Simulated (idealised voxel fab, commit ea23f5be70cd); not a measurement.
Process module, titled voxel gate over fins
Shown is cross-section cut, with a width of 180 nm and square cells of size 5 nm.
Reading order for cross-sections: top band down to bottom band. Underlying form: a grid of square cells. Band size: one or more rows of cells.
Within each band entry, the heights of the top and of the bottom of the band appear first, in that order and in nm; the materials of the band then follow from left to right, each with its corresponding width in nm. The designation "all across" on a single material indicates that it fills the band from edge to edge; the designation "empty" indicates empty space.
Height datum 0, below which the as-received substrate wafer is one material. Lowest band open at the bottom, running downward: "0 down".
Read "30->40" as a graded width: first number on top, second number at the bottom, same change between each pair of neighbouring rows.
The cross-section has no changed cell in any step marked "nothing was modified".
"Sealed voids" specifies each empty space that is not open to the top and that occupies no fewer than 8 cells, using the form width x height at distance, the distance measured from the left edge and all three quantities in nm.
Step line, after settings: the simulator's comment on this step.
For masked steps, "overlay nm" on the step line gives how far right of plan the mask actually lay; a minus sign means it lay to the left.
Steps planned for the process:
| 1 | RECEIVE: material Si |
| 2 | CONFORMAL_DEP: material SiN, thk nm 5 |
| 3 | PATTERN: tone cover, mask id FINS, material resist, width nm 15, pitch nm 35, thk nm 15, overlay nm 0 |
| 4 | DIRECTIONAL_ETCH: etch materials SiN, depth nm 5 |
| 5 | DIRECTIONAL_ETCH: etch materials Si, depth nm 35 |
| 6 | STRIP: etch materials resist |
| 7 | FILL_DEP: material SiO2, thk nm 5 |
| 8 | CMP: height nm 5 |
| 9 | SELECTIVE_ETCH: etch materials SiO2, depth nm 15 |
| 10 | STRIP: etch materials SiN |
| 11 | CONFORMAL_DEP: material HfO2, thk nm 5 |
| 12 | CONFORMAL_DEP: material TiN, thk nm 5 |
| 13 | FILL_DEP: material W, thk nm 10 |
| 14 | CMP: height nm 15 |
| 15 | CONFORMAL_DEP: material SiN, thk nm 5 |
Here's what the wafer looked like in cross-section when it arrived - that's after step 1:
    0 down = Si all across
    Sealed voids: none
Wafer at module end, in section. Began as above, planned as above, run with one mistake:
    20 to 15 = SiN all across
    15 to 10 = W all across
    10 to 5 = 35 nm W; 105 nm TiN; 40 nm W
    5 to 0 = 35 nm W; 5 nm TiN; 25 nm W; 10 nm TiN; 25 nm W; 10 nm TiN; 25 nm W; 5 nm TiN; 40 nm W
    0 to -5 = 40 nm TiN; 5 nm W; 15 nm Si; 5 nm W; 10 nm TiN; 5 nm W; 15 nm Si; 5 nm W; 10 nm TiN; 5 nm W; 15 nm Si; 5 nm W; 45 nm TiN
    -5 to -10 = 45 nm W; 15 nm Si; 20 nm W; 15 nm Si; 20 nm W; 15 nm Si; 50 nm W
    -10 to -35 = 45 nm SiO2; 15 nm Si; 20 nm SiO2; 15 nm Si; 20 nm SiO2; 15 nm Si; 50 nm SiO2
    -35 down = Si all across
    Sealed voids: none
Against the plan, the run slipped here: for step 11, the planned setting was not used; the step was instead run as CONFORMAL_DEP: material W, thk nm 5
